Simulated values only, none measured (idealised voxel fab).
Documented hereafter: the process module known as voxel tone inversion.
This is section cut - it's 240 nm across, gridded in 5 nm square cells.
Think of the cross-section as a grid of square cells. We describe it in bands, top to bottom, and each band covers one or more rows of those cells. Heads up on the band format: heights come first, top then bottom, in nm. After that it's the materials left to right, each with its width in nm. A single material flagged "throughout" fills the whole band edge to edge, and "blank" means there's empty space there. Ref level 0: as-received wafer is one material below here. Bottom band extends down with no lower bound ("0 down"). A width given as "30->40" starts at the first number in the band's top row and ends at the second number in its bottom row, shifting by an equal amount at every step from row to row. "left unchanged" after a step means that no cell of the cross-section changed. "Closed internal cavities" specifies each empty space that is not open to the top and that occupies no fewer than 8 cells, using the form width x height at distance, the distance measured from the left edge and all three quantities in nm. Step line, after settings: the simulator's comment on this step. If you see "overlay nm" on a step's line and that step has a mask, it's telling you how far right of where it was planned the mask ended up; a negative number means it went left instead.

Listed below are the process steps as planned:
1,RECEIVE, material Si
2,CONFORMAL_DEP, material SiN, thk nm 5
3,DIRECTIONAL_DEP, material polySi, thk nm 20
4,PATTERN, tone cover, mask id POSTS, material resist, width nm 15, pitch nm 45, thk nm 25, overlay nm 0
5,DIRECTIONAL_ETCH, etch materials polySi, depth nm 20
6,STRIP, etch materials resist
7,FILL_DEP, material lowk, thk nm 10
8,CMP, height nm 25
9,STRIP, etch materials polySi
10,CONFORMAL_DEP, material TiN, thk nm 5
11,FILL_DEP, material Cu, thk nm 10
12,CMP, height nm 25
13,CONFORMAL_DEP, material SiCN, thk nm 5

Cross-section: wafer on arrival = after step 1:
- 0 down = Si throughout
- Closed internal cavities: none

First of two wafers: cross-section at end of module, run per plan:
- 30 to 25 = SiCN throughout
- 25 to 10 = 45 lowk; 5 TiN; 5 Cu; 5 TiN; 30 lowk; 5 TiN; 5 Cu; 5 TiN; 30 lowk; 5 TiN; 5 Cu; 5 TiN; 30 lowk; 5 TiN; 5 Cu; 5 TiN; 45 lowk
- 10 to 5 = 45 lowk; 15 TiN; 30 lowk; 15 TiN; 30 lowk; 15 TiN; 30 lowk; 15 TiN; 45 lowk
- 5 to 0 = SiN throughout
- 0 down = Si throughout
- Closed internal cavities: none

Cross-section, wafer two of two, end of module: same start and plan as wafer one, one error in execution:
- 30 to 25 = SiCN throughout
- 25 to 10 = 40 lowk; 5 TiN; 15 Cu; 5 TiN; 20 lowk; 5 TiN; 15 Cu; 5 TiN; 20 lowk; 5 TiN; 15 Cu; 5 TiN; 20 lowk; 5 TiN; 15 Cu; 5 TiN; 40 lowk
- 10 to 5 = 40 lowk; 25 TiN; 20 lowk; 25 TiN; 20 lowk; 25 TiN; 20 lowk; 25 TiN; 40 lowk
- 5 to 0 = SiN throughout
- 0 down = Si throughout
- Closed internal cavities: none
Finding, execution versus plan: off-plan run, step 4, actual operation and settings PATTERN, tone cover, mask id POSTS, material resist, width nm 25, pitch nm 45, thk nm 25, overlay nm 0
Final comparison by cell count, materials where the second wafer has more or fewer than the first: 24 more of Cu | 8 more of TiN | 32 fewer of lowk
